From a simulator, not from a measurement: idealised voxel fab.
Presented below is a process module, voxel capacitor over wiring.
Displayed cross-section: cut, width of 300 nm, square cells sized 5 nm.
A cross-section in this document is a grid of square cells, and it is written down as bands, the top band listed before the ones below it; a band is made up of one or more rows of cells. Band: top and bottom heights (nm) first, top before bottom; then materials from left to right, widths in nm. "edge to edge" marks a sole material filling the band edge to edge. "empty" denotes empty space. A quick word on heights: they are counted from 0, and under that level the wafer as it came to us is one material throughout. The lowest band is different from the rest in having no bottom; it simply continues downward, written as in "0..down". The notation "30 to 40" denotes a width that varies across the rows of cells in the band, beginning at the first number in the top row, finishing at the second number in the bottom row, and changing by an identical amount from each row to the next. When a step is marked "remains unaltered", none of the cells in the cross-section changed during that step. If an empty space has no open way to the top and is at least 8 cells in size, "Closed cavities" lists it, written width x height at distance, where distance is measured from the left edge and every value is in nm. Read whatever lies past the settings on a step's line as the simulator's own remark about the step. Regarding "overlay nm": on a step with a mask, it is the distance the mask lay to the right of its planned place; a negative value places it to the left.

# plan
1: RECEIVE,material Si
2: CONFORMAL_DEP,material SiO2,thk nm 10
3: DIRECTIONAL_DEP,material TiN,thk nm 5
4: DIRECTIONAL_DEP,material W,thk nm 20
5: DIRECTIONAL_DEP,material aC,thk nm 15
6: PATTERN,tone cover,mask id METAL_1,material resist,width nm 30,pitch nm 95,thk nm 35,overlay nm 0
7: DIRECTIONAL_ETCH,etch materials aC,depth nm 15
8: STRIP,etch materials resist
9: DIRECTIONAL_ETCH,etch materials W,depth nm 20
10: DIRECTIONAL_ETCH,etch materials TiN,depth nm 5
11: STRIP,etch materials aC
12: FILL_DEP,material SiO2,thk nm 5
13: CMP,height nm 35
14: CONFORMAL_DEP,material SiCN,thk nm 5
15: DIRECTIONAL_DEP,material lowk,thk nm 20
16: PATTERN,tone open,mask id PLUG_1,material resist,width nm 15,thk nm 20,overlay nm 0
17: DIRECTIONAL_ETCH,etch materials lowk,depth nm 20
18: DIRECTIONAL_ETCH,etch materials SiCN,depth nm 5
19: STRIP,etch materials resist
20: CONFORMAL_DEP,material TiN,thk nm 5
21: FILL_DEP,material Cu,thk nm 5
22: CMP,height nm 60
23: DIRECTIONAL_DEP,material TiN,thk nm 10
24: DIRECTIONAL_DEP,material HfO2,thk nm 5
25: DIRECTIONAL_DEP,material TiN,thk nm 5
26: PATTERN,tone cover,mask id UPPER_PLATE,material resist,width nm 70,thk nm 20,overlay nm 0
27: DIRECTIONAL_ETCH,etch materials TiN,depth nm 5
28: DIRECTIONAL_ETCH,etch materials HfO2,depth nm 5
29: STRIP,etch materials resist
30: DIRECTIONAL_DEP,material aC,thk nm 15
31: PATTERN,tone cover,mask id LOWER_PLATE,material resist,width nm 80,thk nm 30,overlay nm 0
32: DIRECTIONAL_ETCH,etch materials aC,depth nm 15
33: STRIP,etch materials resist
34: DIRECTIONAL_ETCH,etch materials TiN,depth nm 10
35: STRIP,etch materials aC
36: FILL_DEP,material SiO2,thk nm 15
37: CMP,height nm 90
38: MASKED_ETCH,tone open,mask id PLUG_2,width nm 15,etch materials SiO2,depth nm 10,overlay nm 0
39: CONFORMAL_DEP,material TiN,thk nm 5
40: FILL_DEP,material Ru,thk nm 10
41: CMP,height nm 90
42: CONFORMAL_DEP,material SiN,thk nm 5

# First of two wafers: run as planned

# Incoming wafer in cross-section (state: after step 1)
> 0..down: Si edge to edge
> Closed cavities: none

# The wafer in cross-section once step 2 is complete
> 10..0: SiO2 edge to edge
> Rest of section, below 0: as before.

# The wafer in cross-section once step 3 is complete
> 15..10: TiN edge to edge
> Rest of section, below 10: as before.

# The wafer in cross-section once step 4 is complete
> 35..15: W edge to edge
> Rest of section, below 15: as before.

# The wafer in cross-section once step 5 is complete
> 50..35: aC edge to edge
> Rest of section, below 35: as before.

# The wafer in cross-section once step 6 is complete
> 85..50: 85 of empty  30 of resist  65 of empty  30 of resist  90 of empty
> Rest of section, below 50: as before.

# The wafer in cross-section once step 7 is complete
> 70..50: 85 of empty  30 of resist  65 of empty  30 of resist  90 of empty
> 50..35: 85 of empty  30 of aC  65 of empty  30 of aC  90 of empty
> Rest of section, below 35: as before.

# The wafer in cross-section once step 8 is complete
> 50..35: 85 of empty  30 of aC  65 of empty  30 of aC  90 of empty
> Rest of section, below 35: as before.

# The wafer in cross-section once step 9 is complete
> 50..35: 85 of empty  30 of aC  65 of empty  30 of aC  90 of empty
> 35..15: 85 of empty  30 of W  65 of empty  30 of W  90 of empty
> Rest of section, below 15: as before.

# The wafer in cross-section once step 10 is complete
> 50..35: 85 of empty  30 of aC  65 of empty  30 of aC  90 of empty
> 35..15: 85 of empty  30 of W  65 of empty  30 of W  90 of empty
> 15..10: 85 of empty  30 of TiN  65 of empty  30 of TiN  90 of empty
> Rest of section, below 10: as before.

# The wafer in cross-section once step 11 is complete
> 35..15: 85 of empty  30 of W  65 of empty  30 of W  90 of empty
> Rest of section, below 15: as before.

# The wafer in cross-section once step 12 is complete
> 40..35: SiO2 edge to edge
> 35..15: 85 of SiO2  30 of W  65 of SiO2  30 of W  90 of SiO2
> 15..10: 85 of SiO2  30 of TiN  65 of SiO2  30 of TiN  90 of SiO2
> Rest of section, below 10: as before.

# The wafer in cross-section once step 13 is complete
> 35..15: 85 of SiO2  30 of W  65 of SiO2  30 of W  90 of SiO2
> Rest of section, below 15: as before.

# The wafer in cross-section once step 14 is complete
> 40..35: SiCN edge to edge
> Rest of section, below 35: as before.

# The wafer in cross-section once step 15 is complete
> 60..40: lowk edge to edge
> Rest of section, below 40: as before.

# The wafer in cross-section once step 16 is complete
> 80..60: 100 of resist  15 of empty  185 of resist
> Rest of section, below 60: as before.

# The wafer in cross-section once step 17 is complete
> 80..60: 100 of resist  15 of empty  185 of resist
> 60..40: 100 of lowk  15 of empty  185 of lowk
> Rest of section, below 40: as before.

# The wafer in cross-section once step 18 is complete
> 80..60: 100 of resist  15 of empty  185 of resist
> 60..40: 100 of lowk  15 of empty  185 of lowk
> 40..35: 100 of SiCN  15 of empty  185 of SiCN
> Rest of section, below 35: as before.

# The wafer in cross-section once step 19 is complete
> 60..40: 100 of lowk  15 of empty  185 of lowk
> Rest of section, below 40: as before.

# The wafer in cross-section once step 20 is complete
> 65..60: 105 of TiN  5 of empty  190 of TiN
> 60..40: 100 of lowk  5 of TiN  5 of empty  5 of TiN  185 of lowk
> 40..35: 100 of SiCN  15 of TiN  185 of SiCN
> Rest of section, below 35: as before.

# The wafer in cross-section once step 21 is complete
> 70..65: Cu edge to edge
> 65..60: 105 of TiN  5 of Cu  190 of TiN
> 60..40: 100 of lowk  5 of TiN  5 of Cu  5 of TiN  185 of lowk
> Rest of section, below 40: as before.

# The wafer in cross-section once step 22 is complete
> 60..40: 100 of lowk  5 of TiN  5 of Cu  5 of TiN  185 of lowk
> Rest of section, below 40: as before.

# The wafer in cross-section once step 23 is complete
> 70..60: TiN edge to edge
> Rest of section, below 60: as before.

# The wafer in cross-section once step 24 is complete
> 75..70: HfO2 edge to edge
> Rest of section, below 70: as before.

# The wafer in cross-section once step 25 is complete
> 80..75: TiN edge to edge
> Rest of section, below 75: as before.

# The wafer in cross-section once step 26 is complete
> 100..80: 100 of empty  70 of resist  130 of empty
> Rest of section, below 80: as before.

# The wafer in cross-section once step 27 is complete
> 100..80: 100 of empty  70 of resist  130 of empty
> 80..75: 100 of empty  70 of TiN  130 of empty
> Rest of section, below 75: as before.

# The wafer in cross-section once step 28 is complete
> 100..80: 100 of empty  70 of resist  130 of empty
> 80..75: 100 of empty  70 of TiN  130 of empty
> 75..70: 100 of empty  70 of HfO2  130 of empty
> Rest of section, below 70: as before.

# The wafer in cross-section once step 29 is complete
> 80..75: 100 of empty  70 of TiN  130 of empty
> Rest of section, below 75: as before.

# The wafer in cross-section once step 30 is complete
> 95..85: 100 of empty  70 of aC  130 of empty
> 85..80: aC edge to edge
> 80..75: 100 of aC  70 of TiN  130 of aC
> 75..70: 100 of aC  70 of HfO2  130 of aC
> Rest of section, below 70: as before.

# The wafer in cross-section once step 31 is complete
> 125..95: 95 of empty  80 of resist  125 of empty
> 95..85: 95 of empty  5 of resist  70 of aC  5 of resist  125 of empty
> Rest of section, below 85: as before.

# The wafer in cross-section once step 32 is complete
> 110..95: 95 of empty  80 of resist  125 of empty
> 95..85: 95 of empty  5 of resist  70 of aC  5 of resist  125 of empty
> 85..80: 95 of empty  80 of aC  125 of empty
> 80..75: 95 of empty  5 of aC  70 of TiN  5 of aC  125 of empty
> 75..70: 95 of empty  5 of aC  70 of HfO2  5 of aC  125 of empty
> Rest of section, below 70: as before.

# The wafer in cross-section once step 33 is complete
> 95..85: 100 of empty  70 of aC  130 of empty
> Rest of section, below 85: as before.

# The wafer in cross-section once step 34 is complete
> 95..85: 100 of empty  70 of aC  130 of empty
> 85..80: 95 of empty  80 of aC  125 of empty
> 80..75: 95 of empty  5 of aC  70 of TiN  5 of aC  125 of empty
> 75..70: 95 of empty  5 of aC  70 of HfO2  5 of aC  125 of empty
> 70..60: 95 of empty  80 of TiN  125 of empty
> Rest of section, below 60: as before.

# The wafer in cross-section once step 35 is complete
> 80..75: 100 of empty  70 of TiN  130 of empty
> 75..70: 100 of empty  70 of HfO2  130 of empty
> Rest of section, below 70: as before.

# The wafer in cross-section once step 36 is complete
> 95..80: SiO2 edge to edge
> 80..75: 100 of SiO2  70 of TiN  130 of SiO2
> 75..70: 100 of SiO2  70 of HfO2  130 of SiO2
> 70..60: 95 of SiO2  80 of TiN  125 of SiO2
> Rest of section, below 60: as before.

# The wafer in cross-section once step 37 is complete
> 90..80: SiO2 edge to edge
> Rest of section, below 80: as before.

# The wafer in cross-section once step 38 is complete
> 90..80: 110 of SiO2  15 of empty  175 of SiO2
> Rest of section, below 80: as before.

# The wafer in cross-section once step 39 is complete
> 95..90: 115 of TiN  5 of empty  180 of TiN
> 90..85: 110 of SiO2  5 of TiN  5 of empty  5 of TiN  175 of SiO2
> 85..75: 110 to 100 of SiO2  15 to 70 of TiN  175 to 130 of SiO2
> Rest of section, below 75: as before.

# The wafer in cross-section once step 40 is complete
> 105..95: Ru edge to edge
> 95..90: 115 of TiN  5 of Ru  180 of TiN
> 90..85: 110 of SiO2  5 of TiN  5 of Ru  5 of TiN  175 of SiO2
> Rest of section, below 85: as before.

# The wafer in cross-section once step 41 is complete
> 90..85: 110 of SiO2  5 of TiN  5 of Ru  5 of TiN  175 of SiO2
> Rest of section, below 85: as before.

# The wafer in cross-section once step 42 is complete
> 95..90: SiN edge to edge
> Rest of section, below 90: as before.

# Wafer two. Same start, same plan, one slip in execution. Same as wafer one through step 39, inclusive

# Second wafer: cross-section at the scheduled end of step 40
> 115..95: Ru edge to edge
> 95..90: 115 of TiN  5 of Ru  180 of TiN
> 90..85: 110 of SiO2  5 of TiN  5 of Ru  5 of TiN  175 of SiO2
> Rest of section, below 85: as before.

# Second wafer: cross-section at the scheduled end of step 41
> 90..85: 110 of SiO2  5 of TiN  5 of Ru  5 of TiN  175 of SiO2
> Rest of section, below 85: as before.

# Second wafer: cross-section at the scheduled end of step 42
> 95..90: SiN edge to edge
> Rest of section, below 90: as before.
Diagnosis: heads up, step 40 of the plan got done twice
Since the two wafers finish with cross-sections that are the same, nothing this model computes is changed by the mistake.
